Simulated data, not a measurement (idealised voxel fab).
Process module in this document: voxel self aligned vias
cross-section cut | 225 nm wide | cells 5 nm
When this document writes out a cross-section, it uses a grid of square cells and lists it as bands, beginning at the top and moving down, with a band standing for one or more rows of cells. The band entry comprises the height of the band's top followed by the height of its bottom, expressed in nm, and subsequently the band's materials from left to right, each stated together with its width in nm. Where a single material is marked with the word "edge to edge", that material fills the band from edge to edge. The word "blank" represents empty space. Heights are expressed relative to 0, this being the level below which the as-received wafer comprises one material exclusively. The lowest band is unbounded in the downward direction and is denoted as in "from 0 down". It should be noted that a width expressed as "30->40" varies in equal increments from row to row of cells within the band, taking the value of the first number at the top row and that of the second number at the bottom row. Key: "nothing was modified" - step with no changed cell in the cross-section. "Closed cavities": empty spaces of 8 cells or more with no open way to the top, each given as width x height at distance, distance from the left edge, all in nm. The remark found on a step's line after its settings is issued by the simulator itself and pertains to that step. Regarding "overlay nm": on a step with a mask, it is the distance the mask lay to the right of its planned place; a negative value places it to the left. Note: before/after cross-section pairs follow, one process step per pair, after-side truncated at the lowest changed band, step and settings given beneath. Different runs of this module on the same starting wafer may supply the pairs; a pair continues the one above only where the "Pre-step profile" entry says so.
Pre-step profile
  from 65 to 55: aC 45, then blank 30, then aC 20, then blank 30, then aC 20, then blank 30, then aC 50
  from 55 to 40: SiO2 45, then blank 30, then SiO2 20, then blank 30, then SiO2 20, then blank 30, then SiO2 50
  from 40 to 35: SiO2 50, then blank 20, then SiO2 30, then blank 20, then SiO2 30, then blank 20, then SiO2 55
  from 35 to 25: SiO2 50, then TiN 5, then Ru 10, then TiN 5, then SiO2 30, then TiN 5, then Ru 10, then TiN 5, then SiO2 30, then TiN 5, then Ru 10, then TiN 5, then SiO2 55
  from 25 to 20: SiO2 50, then TiN 20, then SiO2 30, then TiN 20, then SiO2 30, then TiN 20, then SiO2 55
  from 20 to 5: SiO2 edge to edge
  from 5 to 0: SiCN edge to edge
  from 0 down: Si edge to edge
  Closed cavities: none
Post-Process View
  from 55 to 40: SiO2 45, then blank 30, then SiO2 20, then blank 30, then SiO2 20, then blank 30, then SiO2 50
  Below a height of 40, the structure has not been altered.
  Closed cavities: none
Process step (between the before and after cross-sections above): STRIP, etch materials aC
Pre-step profile: look at the pair above, its after cross-section is where this step starts.
Post-Process View
  from 60 to 55: TiN 50, then blank 20, then TiN 30, then blank 20, then TiN 30, then blank 20, then TiN 55
  from 55 to 45: SiO2 45, then TiN 5, then blank 20, then TiN 5, then SiO2 20, then TiN 5, then blank 20, then TiN 5, then SiO2 20, then TiN 5, then blank 20, then TiN 5, then SiO2 50
  from 45 to 40: SiO2 45, then TiN 10, then blank 10, then TiN 10, then SiO2 20, then TiN 10, then blank 10, then TiN 10, then SiO2 20, then TiN 10, then blank 10, then TiN 10, then SiO2 50
  from 40 to 35: SiO2 50, then TiN 20, then SiO2 30, then TiN 20, then SiO2 30, then TiN 20, then SiO2 55
  Below a height of 35, the structure has not been altered.
  Closed cavities: none
Process step (between the before and after cross-sections above): CONFORMAL_DEP, material TiN, thk nm 5
Pre-step profile: look at the pair above, its after cross-section is where this step starts.
Post-Process View
  from 65 to 60: Ru edge to edge
  from 60 to 55: TiN 50, then Ru 20, then TiN 30, then Ru 20, then TiN 30, then Ru 20, then TiN 55
  from 55 to 45: SiO2 45, then TiN 5, then Ru 20, then TiN 5, then SiO2 20, then TiN 5, then Ru 20, then TiN 5, then SiO2 20, then TiN 5, then Ru 20, then TiN 5, then SiO2 50
  from 45 to 40: SiO2 45, then TiN 10, then Ru 10, then TiN 10, then SiO2 20, then TiN 10, then Ru 10, then TiN 10, then SiO2 20, then TiN 10, then Ru 10, then TiN 10, then SiO2 50
  Below a height of 40, the structure has not been altered.
  Closed cavities: none
Process step (between the before and after cross-sections above): FILL_DEP, material Ru, thk nm 5
Pre-step profile: look at the pair above, its after cross-section is where this step starts.
Post-Process View
  from 55 to 45: SiO2 45, then TiN 5, then Ru 20, then TiN 5, then SiO2 20, then TiN 5, then Ru 20, then TiN 5, then SiO2 20, then TiN 5, then Ru 20, then TiN 5, then SiO2 50
  Below a height of 45, the structure has not been altered.
  Closed cavities: none
Process step (between the before and after cross-sections above): CMP, height nm 55
Pre-step profile: look at the pair above, its after cross-section is where this step starts.
Post-Process View
  from 60 to 55: SiN edge to edge
  Below a height of 55, the structure has not been altered.
  Closed cavities: none
Process step (between the before and after cross-sections above): CONFORMAL_DEP, material SiN, thk nm 5
Pre-step profile
  from 65 to 60: Ru edge to edge
  from 60 to 55: TiN 50, then Ru 20, then TiN 30, then Ru 20, then TiN 30, then Ru 20, then TiN 55
  from 55 to 45: SiO2 45, then TiN 5, then Ru 20, then TiN 5, then SiO2 20, then TiN 5, then Ru 20, then TiN 5, then SiO2 20, then TiN 5, then Ru 20, then TiN 5, then SiO2 50
  from 45 to 40: SiO2 45, then TiN 10, then Ru 10, then TiN 10, then SiO2 20, then TiN 10, then Ru 10, then TiN 10, then SiO2 20, then TiN 10, then Ru 10, then TiN 10, then SiO2 50
  from 40 to 35: SiO2 50, then TiN 20, then SiO2 30, then TiN 20, then SiO2 30, then TiN 20, then SiO2 55
  from 35 to 25: SiO2 50, then TiN 5, then Ru 10, then TiN 5, then SiO2 30, then TiN 5, then Ru 10, then TiN 5, then SiO2 30, then TiN 5, then Ru 10, then TiN 5, then SiO2 55
  from 25 to 20: SiO2 50, then TiN 20, then SiO2 30, then TiN 20, then SiO2 30, then TiN 20, then SiO2 55
  from 20 to 15: SiCN edge to edge
  from 15 to 0: SiO2 edge to edge
  from 0 down: Si edge to edge
  Closed cavities: none
Post-Process View
  from 60 to 55: TiN 50, then Ru 20, then TiN 30, then Ru 20, then TiN 30, then Ru 20, then TiN 55
  Below a height of 55, the structure has not been altered.
  Closed cavities: none
Process step (between the before and after cross-sections above): CMP, height nm 60
Pre-step profile: look at the pair above, its after cross-section is where this step starts.
Post-Process View
  from 65 to 60: SiN edge to edge
  Below a height of 60, the structure has not been altered.
  Closed cavities: none
Process step (between the before and after cross-sections above): CONFORMAL_DEP, material SiN, thk nm 5
Pre-step profile
  from 65 to 55: aC edge to edge
  from 55 to 40: SiO2 edge to edge
  from 40 to 35: SiO2 50, then SiN 20, then SiO2 30, then SiN 20, then SiO2 30, then SiN 20, then SiO2 55
  from 35 to 25: SiO2 50, then TiN 5, then Ru 10, then TiN 5, then SiO2 30, then TiN 5, then Ru 10, then TiN 5, then SiO2 30, then TiN 5, then Ru 10, then TiN 5, then SiO2 55
  from 25 to 20: SiO2 50, then TiN 20, then SiO2 30, then TiN 20, then SiO2 30, then TiN 20, then SiO2 55
  from 20 to 15: SiCN edge to edge
  from 15 to 0: SiO2 edge to edge
  from 0 down: Si edge to edge
  Closed cavities: none
Post-Process View
  from 90 to 65: resist 50, then blank 25, then resist 25, then blank 25, then resist 25, then blank 25, then resist 50
  Below a height of 65, the structure has not been altered.
  Closed cavities: none
Process step (between the before and after cross-sections above): PATTERN, tone open, mask id VIAS, material resist, width nm 25, pitch nm 50, thk nm 25, overlay nm 0
Pre-step profile: look at the pair above, its after cross-section is where this step starts.
Post-Process View
  from 80 to 65: resist 50, then blank 25, then resist 25, then blank 25, then resist 25, then blank 25, then resist 50
  from 65 to 55: aC 50, then blank 25, then aC 25, then blank 25, then aC 25, then blank 25, then aC 50
  Below a height of 55, the structure has not been altered.
  Closed cavities: none
Process step (between the before and after cross-sections above): DIRECTIONAL_ETCH, etch materials aC, depth nm 10
Pre-step profile: look at the pair above, its after cross-section is where this step starts.
Post-Process View
  from 65 to 55: aC 50, then blank 25, then aC 25, then blank 25, then aC 25, then blank 25, then aC 50
  Below a height of 55, the structure has not been altered.
  Closed cavities: none
Process step (between the before and after cross-sections above): STRIP, etch materials resist
Pre-step profile: look at the pair above, its after cross-section is where this step starts.
Post-Process View
  from 65 to 55: aC 50, then blank 25, then aC 25, then blank 25, then aC 25, then blank 25, then aC 50
  from 55 to 40: SiO2 50, then blank 25, then SiO2 25, then blank 25, then SiO2 25, then blank 25, then SiO2 50
  Below a height of 40, the structure has not been altered.
  Closed cavities: none
Process step (between the before and after cross-sections above): DIRECTIONAL_ETCH, etch materials SiO2, depth nm 15
Pre-step profile: look at the pair above, its after cross-section is where this step starts.
Post-Process View
  from 65 to 55: aC 50, then blank 25, then aC 25, then blank 25, then aC 25, then blank 25, then aC 50
  from 55 to 40: SiO2 50, then blank 25, then SiO2 25, then blank 25, then SiO2 25, then blank 25, then SiO2 50
  from 40 to 35: SiO2 50, then blank 20, then SiO2 30, then blank 20, then SiO2 30, then blank 20, then SiO2 55
  Below a height of 35, the structure has not been altered.
  Closed cavities: none
Process step (between the before and after cross-sections above): DIRECTIONAL_ETCH, etch materials SiN, depth nm 5
Pre-step profile: look at the pair above, its after cross-section is where this step starts.
Post-Process View
  from 55 to 40: SiO2 50, then blank 25, then SiO2 25, then blank 25, then SiO2 25, then blank 25, then SiO2 50
  Below a height of 40, the structure has not been altered.
  Closed cavities: none
Process step (between the before and after cross-sections above): STRIP, etch materials aC
Pre-step profile: look at the pair above, its after cross-section is where this step starts.
Post-Process View
  from 60 to 55: TiN 55, then blank 15, then TiN 35, then blank 15, then TiN 35, then blank 15, then TiN 55
  from 55 to 45: SiO2 50, then TiN 5, then blank 15, then TiN 5, then SiO2 25, then TiN 5, then blank 15, then TiN 5, then SiO2 25, then TiN 5, then blank 15, then TiN 5, then SiO2 50
  from 45 to 40: SiO2 50, then TiN 5, then blank 10, then TiN 10, then SiO2 25, then TiN 5, then blank 10, then TiN 10, then SiO2 25, then TiN 5, then blank 10, then TiN 10, then SiO2 50
  from 40 to 35: SiO2 50, then TiN 20, then SiO2 30, then TiN 20, then SiO2 30, then TiN 20, then SiO2 55
  Below a height of 35, the structure has not been altered.
  Closed cavities: none
Process step (between the before and after cross-sections above): CONFORMAL_DEP, material TiN, thk nm 5
Pre-step profile: look at the pair above, its after cross-section is where this step starts.
Post-Process View
  from 65 to 60: Ru edge to edge
  from 60 to 55: TiN 55, then Ru 15, then TiN 35, then Ru 15, then TiN 35, then Ru 15, then TiN 55
  from 55 to 45: SiO2 50, then TiN 5, then Ru 15, then TiN 5, then SiO2 25, then TiN 5, then Ru 15, then TiN 5, then SiO2 25, then TiN 5, then Ru 15, then TiN 5, then SiO2 50
  from 45 to 40: SiO2 50, then TiN 5, then Ru 10, then TiN 10, then SiO2 25, then TiN 5, then Ru 10, then TiN 10, then SiO2 25, then TiN 5, then Ru 10, then TiN 10, then SiO2 50
  Below a height of 40, the structure has not been altered.
  Closed cavities: none
Process step (between the before and after cross-sections above): FILL_DEP, material Ru, thk nm 5
Pre-step profile: look at the pair above, its after cross-section is where this step starts.
Post-Process View
  from 55 to 45: SiO2 50, then TiN 5, then Ru 15, then TiN 5, then SiO2 25, then TiN 5, then Ru 15, then TiN 5, then SiO2 25, then TiN 5, then Ru 15, then TiN 5, then SiO2 50
  Below a height of 45, the structure has not been altered.
  Closed cavities: none
Process step (between the before and after cross-sections above): CMP, height nm 55
Pre-step profile: look at the pair above, its after cross-section is where this step starts.
Post-Process View
  from 60 to 55: SiN edge to edge
  Below a height of 55, the structure has not been altered.
  Closed cavities: none
Process step (between the before and after cross-sections above): CONFORMAL_DEP, material SiN, thk nm 5
Pre-step profile
  from 40 to 20: SiO2 edge to edge
  from 20 to 15: SiCN edge to edge
  from 15 to 0: SiO2 edge to edge
  from 0 down: Si edge to edge
  Closed cavities: none
Post-Process View
  from 60 to 40: resist 40, then blank 20, then resist 30, then blank 20, then resist 30, then blank 20, then resist 65
  Below a height of 40, the structure has not been altered.
  Closed cavities: none
Process step (between the before and after cross-sections above): PATTERN, tone open, mask id LINES, material resist, width nm 20, pitch nm 50, thk nm 20, overlay nm -10
Pre-step profile: look at the pair above, its after cross-section is where this step starts.
Post-Process View
  from 60 to 40: resist 40, then blank 20, then resist 30, then blank 20, then resist 30, then blank 20, then resist 65
  from 40 to 20: SiO2 40, then blank 20, then SiO2 30, then blank 20, then SiO2 30, then blank 20, then SiO2 65
  Below a height of 20, the structure has not been altered.
  Closed cavities: none
Process step (between the before and after cross-sections above): DIRECTIONAL_ETCH, etch materials SiO2, depth nm 20
Pre-step profile: look at the pair above, its after cross-section is where this step starts.
Post-Process View
  from 40 to 20: SiO2 40, then blank 20, then SiO2 30, then blank 20, then SiO2 30, then blank 20, then SiO2 65
  Below a height of 20, the structure has not been altered.
  Closed cavities: none
Process step (between the before and after cross-sections above): STRIP, etch materials resist
Pre-step profile: look at the pair above, its after cross-section is where this step starts.
Post-Process View
  from 45 to 40: TiN 45, then blank 10, then TiN 40, then blank 10, then TiN 40, then blank 10, then TiN 70
  from 40 to 25: SiO2 40, then TiN 5, then blank 10, then TiN 5, then SiO2 30, then TiN 5, then blank 10, then TiN 5, then SiO2 30, then TiN 5, then blank 10, then TiN 5, then SiO2 65
  from 25 to 20: SiO2 40, then TiN 20, then SiO2 30, then TiN 20, then SiO2 30, then TiN 20, then SiO2 65
  Below a height of 20, the structure has not been altered.
  Closed cavities: none
Process step (between the before and after cross-sections above): CONFORMAL_DEP, material TiN, thk nm 5
Pre-step profile: look at the pair above, its after cross-section is where this step starts.
Post-Process View
  from 50 to 45: Ru edge to edge
  from 45 to 40: TiN 45, then Ru 10, then TiN 40, then Ru 10, then TiN 40, then Ru 10, then TiN 70
  from 40 to 25: SiO2 40, then TiN 5, then Ru 10, then TiN 5, then SiO2 30, then TiN 5, then Ru 10, then TiN 5, then SiO2 30, then TiN 5, then Ru 10, then TiN 5, then SiO2 65
  Below a height of 25, the structure has not been altered.
  Closed cavities: none
Process step (between the before and after cross-sections above): FILL_DEP, material Ru, thk nm 5
Pre-step profile: look at the pair above, its after cross-section is where this step starts.
Post-Process View
  from 40 to 25: SiO2 40, then TiN 5, then Ru 10, then TiN 5, then SiO2 30, then TiN 5, then Ru 10, then TiN 5, then SiO2 30, then TiN 5, then Ru 10, then TiN 5, then SiO2 65
  Below a height of 25, the structure has not been altered.
  Closed cavities: none
Process step (between the before and after cross-sections above): CMP, height nm 40
Pre-step profile: look at the pair above, its after cross-section is where this step starts.
Post-Process View
  from 40 to 35: SiO2 40, then blank 20, then SiO2 30, then blank 20, then SiO2 30, then blank 20, then SiO2 65
  Below a height of 35, the structure has not been altered.
  Closed cavities: none
Process step (between the before and after cross-sections above): SELECTIVE_ETCH, etch materials W Ru TiN, depth nm 5
Pre-step profile: look at the pair above, its after cross-section is where this step starts.
Post-Process View
  from 45 to 40: SiN edge to edge
  from 40 to 35: SiO2 40, then SiN 20, then SiO2 30, then SiN 20, then SiO2 30, then SiN 20, then SiO2 65
  Below a height of 35, the structure has not been altered.
  Closed cavities: none
Process step (between the before and after cross-sections above): FILL_DEP, material SiN, thk nm 5
Pre-step profile: look at the pair above, its after cross-section is where this step starts.
Post-Process View
  from 40 to 35: SiO2 40, then SiN 20, then SiO2 30, then SiN 20, then SiO2 30, then SiN 20, then SiO2 65
  Below a height of 35, the structure has not been altered.
  Closed cavities: none
Process step (between the before and after cross-sections above): CMP, height nm 40
Pre-step profile: look at the pair above, its after cross-section is where this step starts.
Post-Process View
  from 55 to 40: SiO2 edge to edge
  Below a height of 40, the structure has not been altered.
  Closed cavities: none
Process step (between the before and after cross-sections above): DIRECTIONAL_DEP, material SiO2, thk nm 15
Pre-step profile: look at the pair above, its after cross-section is where this step starts.
Post-Process View
  from 65 to 55: aC edge to edge
  Below a height of 55, the structure has not been altered.
  Closed cavities: none
Process step (between the before and after cross-sections above): DIRECTIONAL_DEP, material aC, thk nm 10
Pre-step profile: look at the pair above, its after cross-section is where this step starts.
Post-Process View
  from 90 to 65: resist 45, then blank 30, then resist 20, then blank 30, then resist 20, then blank 30, then resist 50
  Below a height of 65, the structure has not been altered.
  Closed cavities: none
Process step (between the before and after cross-sections above): PATTERN, tone open, mask id VIAS, material resist, width nm 30, pitch nm 50, thk nm 25, overlay nm 0
Pre-step profile: look at the pair above, its after cross-section is where this step starts.
Post-Process View
  from 80 to 65: resist 45, then blank 30, then resist 20, then blank 30, then resist 20, then blank 30, then resist 50
  from 65 to 55: aC 45, then blank 30, then aC 20, then blank 30, then aC 20, then blank 30, then aC 50
  Below a height of 55, the structure has not been altered.
  Closed cavities: none
Process step (between the before and after cross-sections above): DIRECTIONAL_ETCH, etch materials aC, depth nm 10
Pre-step profile: look at the pair above, its after cross-section is where this step starts.
Post-Process View
  from 65 to 55: aC 45, then blank 30, then aC 20, then blank 30, then aC 20, then blank 30, then aC 50
  Below a height of 55, the structure has not been altered.
  Closed cavities: none
Process step (between the before and after cross-sections above): STRIP, etch materials resist
Pre-step profile: look at the pair above, its after cross-section is where this step starts.
Post-Process View
  from 65 to 55: aC 45, then blank 30, then aC 20, then blank 30, then aC 20, then blank 30, then aC 50
  from 55 to 40: SiO2 45, then blank 30, then SiO2 20, then blank 30, then SiO2 20, then blank 30, then SiO2 50
  Below a height of 40, the structure has not been altered.
  Closed cavities: none
Process step (between the before and after cross-sections above): DIRECTIONAL_ETCH, etch materials SiO2, depth nm 15
Pre-step profile: look at the pair above, its after cross-section is where this step starts.
Post-Process View
  from 65 to 55: aC 45, then blank 30, then aC 20, then blank 30, then aC 20, then blank 30, then aC 50
  from 55 to 40: SiO2 45, then blank 30, then SiO2 20, then blank 30, then SiO2 20, then blank 30, then SiO2 50
  from 40 to 35: SiO2 40, then SiN 5, then blank 15, then SiO2 30, then SiN 5, then blank 15, then SiO2 30, then SiN 5, then blank 15, then SiO2 65
  Below a height of 35, the structure has not been altered.
  Closed cavities: none
Process step (between the before and after cross-sections above): DIRECTIONAL_ETCH, etch materials SiN, depth nm 5
Pre-step profile: look at the pair above, its after cross-section is where this step starts.
Post-Process View
  from 55 to 40: SiO2 45, then blank 30, then SiO2 20, then blank 30, then SiO2 20, then blank 30, then SiO2 50
  Below a height of 40, the structure has not been altered.
  Closed cavities: none
Process step (between the before and after cross-sections above): STRIP, etch materials aC
Pre-step profile: look at the pair above, its after cross-section is where this step starts.
Post-Process View
  from 60 to 55: TiN 50, then blank 20, then TiN 30, then blank 20, then TiN 30, then blank 20, then TiN 55
  from 55 to 45: SiO2 45, then TiN 5, then blank 20, then TiN 5, then SiO2 20, then TiN 5, then blank 20, then TiN 5, then SiO2 20, then TiN 5, then blank 20, then TiN 5, then SiO2 50
  from 45 to 40: SiO2 45, then TiN 5, then blank 5, then TiN 20, then SiO2 20, then TiN 5, then blank 5, then TiN 20, then SiO2 20, then TiN 5, then blank 5, then TiN 20, then SiO2 50
  from 40 to 35: SiO2 40, then SiN 5, then TiN 15, then SiO2 30, then SiN 5, then TiN 15, then SiO2 30, then SiN 5, then TiN 15, then SiO2 65
  Below a height of 35, the structure has not been altered.
  Closed cavities: none
Process step (between the before and after cross-sections above): CONFORMAL_DEP, material TiN, thk nm 5
Pre-step profile: look at the pair above, its after cross-section is where this step starts.
Post-Process View
  from 65 to 60: Ru edge to edge
  from 60 to 55: TiN 50, then Ru 20, then TiN 30, then Ru 20, then TiN 30, then Ru 20, then TiN 55
  from 55 to 45: SiO2 45, then TiN 5, then Ru 20, then TiN 5, then SiO2 20, then TiN 5, then Ru 20, then TiN 5, then SiO2 20, then TiN 5, then Ru 20, then TiN 5, then SiO2 50
  from 45 to 40: SiO2 45, then TiN 5, then Ru 5, then TiN 20, then SiO2 20, then TiN 5, then Ru 5, then TiN 20, then SiO2 20, then TiN 5, then Ru 5, then TiN 20, then SiO2 50
  Below a height of 40, the structure has not been altered.
  Closed cavities: none
Process step (between the before and after cross-sections above): FILL_DEP, material Ru, thk nm 5
Pre-step profile: look at the pair above, its after cross-section is where this step starts.
Post-Process View
  from 55 to 45: SiO2 45, then TiN 5, then Ru 20, then TiN 5, then SiO2 20, then TiN 5, then Ru 20, then TiN 5, then SiO2 20, then TiN 5, then Ru 20, then TiN 5, then SiO2 50
  Below a height of 45, the structure has not been altered.
  Closed cavities: none
Process step (between the before and after cross-sections above): CMP, height nm 55
Pre-step profile: look at the pair above, its after cross-section is where this step starts.
Post-Process View
  from 60 to 55: SiN edge to edge
  Below a height of 55, the structure has not been altered.
  Closed cavities: none
Process step (between the before and after cross-sections above): CONFORMAL_DEP, material SiN, thk nm 5
Pre-step profile
  from 60 to 55: TiN 50, then blank 20, then TiN 30, then blank 20, then TiN 30, then blank 20, then TiN 55
  from 55 to 45: SiO2 45, then TiN 5, then blank 20, then TiN 5, then SiO2 20, then TiN 5, then blank 20, then TiN 5, then SiO2 20, then TiN 5, then blank 20, then TiN 5, then SiO2 50
  from 45 to 40: SiO2 45, then TiN 10, then blank 10, then TiN 10, then SiO2 20, then TiN 10, then blank 10, then TiN 10, then SiO2 20, then TiN 10, then blank 10, then TiN 10, then SiO2 50
  from 40 to 35: SiO2 50, then TiN 20, then SiO2 30, then TiN 20, then SiO2 30, then TiN 20, then SiO2 55
  from 35 to 25: SiO2 50, then TiN 5, then Ru 10, then TiN 5, then SiO2 30, then TiN 5, then Ru 10, then TiN 5, then SiO2 30, then TiN 5, then Ru 10, then TiN 5, then SiO2 55
  from 25 to 20: SiO2 50, then TiN 20, then SiO2 30, then TiN 20, then SiO2 30, then TiN 20, then SiO2 55
  from 20 to 15: SiCN edge to edge
  from 15 to 0: SiO2 edge to edge
  from 0 down: Si edge to edge
  Closed cavities: none
Post-Process View
  from 65 to 60: aC edge to edge
  from 60 to 55: TiN 50, then aC 20, then TiN 30, then aC 20, then TiN 30, then aC 20, then TiN 55
  from 55 to 45: SiO2 45, then TiN 5, then aC 20, then TiN 5, then SiO2 20, then TiN 5, then aC 20, then TiN 5, then SiO2 20, then TiN 5, then aC 20, then TiN 5, then SiO2 50
  from 45 to 40: SiO2 45, then TiN 10, then aC 10, then TiN 10, then SiO2 20, then TiN 10, then aC 10, then TiN 10, then SiO2 20, then TiN 10, then aC 10, then TiN 10, then SiO2 50
  Below a height of 40, the structure has not been altered.
  Closed cavities: none
Process step (between the before and after cross-sections above): FILL_DEP, material aC, thk nm 5
Pre-step profile: look at the pair above, its after cross-section is where this step starts.
Post-Process View
  from 55 to 45: SiO2 45, then TiN 5, then aC 20, then TiN 5, then SiO2 20, then TiN 5, then aC 20, then TiN 5, then SiO2 20, then TiN 5, then aC 20, then TiN 5, then SiO2 50
  Below a height of 45, the structure has not been altered.
  Closed cavities: none
Process step (between the before and after cross-sections above): CMP, height nm 55
Pre-step profile: look at the pair above, its after cross-section is where this step starts.
Post-Process View
  from 60 to 55: SiN edge to edge
  Below a height of 55, the structure has not been altered.
  Closed cavities: none
Process step (between the before and after cross-sections above): CONFORMAL_DEP, material SiN, thk nm 5
Pre-step profile
  from 40 to 20: SiO2 edge to edge
  from 20 to 15: SiCN edge to edge
  from 15 to 0: SiO2 edge to edge
  from 0 down: Si edge to edge
  Closed cavities: none
Post-Process View
  from 60 to 40: blank 50, then resist 20, then blank 30, then resist 20, then blank 30, then resist 20, then blank 55
  Below a height of 40, the structure has not been altered.
  Closed cavities: none
Process step (between the before and after cross-sections above): PATTERN, tone cover, mask id LINES, material resist, width nm 20, pitch nm 50, thk nm 20, overlay nm 0
Pre-step profile: look at the pair above, its after cross-section is where this step starts.
Post-Process View
  from 60 to 40: blank 50, then resist 20, then blank 30, then resist 20, then blank 30, then resist 20, then blank 55
  from 40 to 20: blank 50, then SiO2 20, then blank 30, then SiO2 20, then blank 30, then SiO2 20, then blank 55
  Below a height of 20, the structure has not been altered.
  Closed cavities: none
Process step (between the before and after cross-sections above): DIRECTIONAL_ETCH, etch materials SiO2, depth nm 20
Pre-step profile: look at the pair above, its after cross-section is where this step starts.
Post-Process View
  from 40 to 20: blank 50, then SiO2 20, then blank 30, then SiO2 20, then blank 30, then SiO2 20, then blank 55
  Below a height of 20, the structure has not been altered.
  Closed cavities: none
Process step (between the before and after cross-sections above): STRIP, etch materials resist
Pre-step profile: look at the pair above, its after cross-section is where this step starts.
Post-Process View
  from 45 to 40: blank 45, then TiN 30, then blank 20, then TiN 30, then blank 20, then TiN 30, then blank 50
  from 40 to 25: blank 45, then TiN 5, then SiO2 20, then TiN 5, then blank 20, then TiN 5, then SiO2 20, then TiN 5, then blank 20, then TiN 5, then SiO2 20, then TiN 5, then blank 50
  from 25 to 20: TiN 50, then SiO2 20, then TiN 30, then SiO2 20, then TiN 30, then SiO2 20, then TiN 55
  Below a height of 20, the structure has not been altered.
  Closed cavities: none
Process step (between the before and after cross-sections above): CONFORMAL_DEP, material TiN, thk nm 5
Pre-step profile: look at the pair above, its after cross-section is where this step starts.
Post-Process View
  from 50 to 45: Ru edge to edge
  from 45 to 40: Ru 45, then TiN 30, then Ru 20, then TiN 30, then Ru 20, then TiN 30, then Ru 50
  from 40 to 25: Ru 45, then TiN 5, then SiO2 20, then TiN 5, then Ru 20, then TiN 5, then SiO2 20, then TiN 5, then Ru 20, then TiN 5, then SiO2 20, then TiN 5, then Ru 50
  Below a height of 25, the structure has not been altered.
  Closed cavities: none
Process step (between the before and after cross-sections above): FILL_DEP, material Ru, thk nm 5
Pre-step profile: look at the pair above, its after cross-section is where this step starts.
Post-Process View
  from 40 to 25: Ru 45, then TiN 5, then SiO2 20, then TiN 5, then Ru 20, then TiN 5, then SiO2 20, then TiN 5, then Ru 20, then TiN 5, then SiO2 20, then TiN 5, then Ru 50
  Below a height of 25, the structure has not been altered.
  Closed cavities: none
Process step (between the before and after cross-sections above): CMP, height nm 40
Pre-step profile: look at the pair above, its after cross-section is where this step starts.
Post-Process View
  from 40 to 35: blank 50, then SiO2 20, then blank 30, then SiO2 20, then blank 30, then SiO2 20, then blank 55
  Below a height of 35, the structure has not been altered.
  Closed cavities: none
Process step (between the before and after cross-sections above): SELECTIVE_ETCH, etch materials W Ru TiN, depth nm 5
Pre-step profile: look at the pair above, its after cross-section is where this step starts.
Post-Process View
  from 45 to 40: SiN edge to edge
  from 40 to 35: SiN 50, then SiO2 20, then SiN 30, then SiO2 20, then SiN 30, then SiO2 20, then SiN 55
  Below a height of 35, the structure has not been altered.
  Closed cavities: none
Process step (between the before and after cross-sections above): FILL_DEP, material SiN, thk nm 5
Pre-step profile: look at the pair above, its after cross-section is where this step starts.
Post-Process View
  from 40 to 35: SiN 50, then SiO2 20, then SiN 30, then SiO2 20, then SiN 30, then SiO2 20, then SiN 55
  Below a height of 35, the structure has not been altered.
  Closed cavities: none
Process step (between the before and after cross-sections above): CMP, height nm 40
Pre-step profile: look at the pair above, its after cross-section is where this step starts.
Post-Process View
  from 55 to 40: SiO2 edge to edge
  Below a height of 40, the structure has not been altered.
  Closed cavities: none
Process step (between the before and after cross-sections above): DIRECTIONAL_DEP, material SiO2, thk nm 15
Pre-step profile: look at the pair above, its after cross-section is where this step starts.
Post-Process View
  from 65 to 55: aC edge to edge
  Below a height of 55, the structure has not been altered.
  Closed cavities: none
Process step (between the before and after cross-sections above): DIRECTIONAL_DEP, material aC, thk nm 10
Pre-step profile: look at the pair above, its after cross-section is where this step starts.
Post-Process View
  from 90 to 65: resist 45, then blank 30, then resist 20, then blank 30, then resist 20, then blank 30, then resist 50
  Below a height of 65, the structure has not been altered.
  Closed cavities: none
Process step (between the before and after cross-sections above): PATTERN, tone open, mask id VIAS, material resist, width nm 30, pitch nm 50, thk nm 25, overlay nm 0
Pre-step profile: look at the pair above, its after cross-section is where this step starts.
Post-Process View
  from 80 to 65: resist 45, then blank 30, then resist 20, then blank 30, then resist 20, then blank 30, then resist 50
  from 65 to 55: aC 45, then blank 30, then aC 20, then blank 30, then aC 20, then blank 30, then aC 50
  Below a height of 55, the structure has not been altered.
  Closed cavities: none
Process step (between the before and after cross-sections above): DIRECTIONAL_ETCH, etch materials aC, depth nm 10
Pre-step profile: look at the pair above, its after cross-section is where this step starts.
Post-Process View
  from 65 to 55: aC 45, then blank 30, then aC 20, then blank 30, then aC 20, then blank 30, then aC 50
  Below a height of 55, the structure has not been altered.
  Closed cavities: none
Process step (between the before and after cross-sections above): STRIP, etch materials resist
Pre-step profile: look at the pair above, its after cross-section is where this step starts.
Post-Process View
  from 65 to 55: aC 45, then blank 30, then aC 20, then blank 30, then aC 20, then blank 30, then aC 50
  from 55 to 40: SiO2 45, then blank 30, then SiO2 20, then blank 30, then SiO2 20, then blank 30, then SiO2 50
  Below a height of 40, the structure has not been altered.
  Closed cavities: none
Process step (between the before and after cross-sections above): DIRECTIONAL_ETCH, etch materials SiO2, depth nm 15
Pre-step profile: look at the pair above, its after cross-section is where this step starts.
Post-Process View
  from 65 to 55: aC 45, then blank 30, then aC 20, then blank 30, then aC 20, then blank 30, then aC 50
  from 55 to 40: SiO2 45, then blank 30, then SiO2 20, then blank 30, then SiO2 20, then blank 30, then SiO2 50
  from 40 to 35: SiN 45, then blank 5, then SiO2 20, then blank 5, then SiN 20, then blank 5, then SiO2 20, then blank 5, then SiN 20, then blank 5, then SiO2 20, then blank 5, then SiN 50
  Below a height of 35, the structure has not been altered.
  Closed cavities: none
Process step (between the before and after cross-sections above): DIRECTIONAL_ETCH, etch materials SiN, depth nm 5
Pre-step profile: look at the pair above, its after cross-section is where this step starts.
Post-Process View
  from 55 to 40: SiO2 45, then blank 30, then SiO2 20, then blank 30, then SiO2 20, then blank 30, then SiO2 50
  Below a height of 40, the structure has not been altered.
  Closed cavities: none
Process step (between the before and after cross-sections above): STRIP, etch materials aC
Pre-step profile: look at the pair above, its after cross-section is where this step starts.
Post-Process View
  from 60 to 55: TiN 50, then blank 20, then TiN 30, then blank 20, then TiN 30, then blank 20, then TiN 55
  from 55 to 45: SiO2 45, then TiN 5, then blank 20, then TiN 5, then SiO2 20, then TiN 5, then blank 20, then TiN 5, then SiO2 20, then TiN 5, then blank 20, then TiN 5, then SiO2 50
  from 45 to 40: SiO2 45, then TiN 30, then SiO2 20, then TiN 30, then SiO2 20, then TiN 30, then SiO2 50
  from 40 to 35: SiN 45, then TiN 5, then SiO2 20, then TiN 5, then SiN 20, then TiN 5, then SiO2 20, then TiN 5, then SiN 20, then TiN 5, then SiO2 20, then TiN 5, then SiN 50
  Below a height of 35, the structure has not been altered.
  Closed cavities: none
Process step (between the before and after cross-sections above): CONFORMAL_DEP, material TiN, thk nm 5
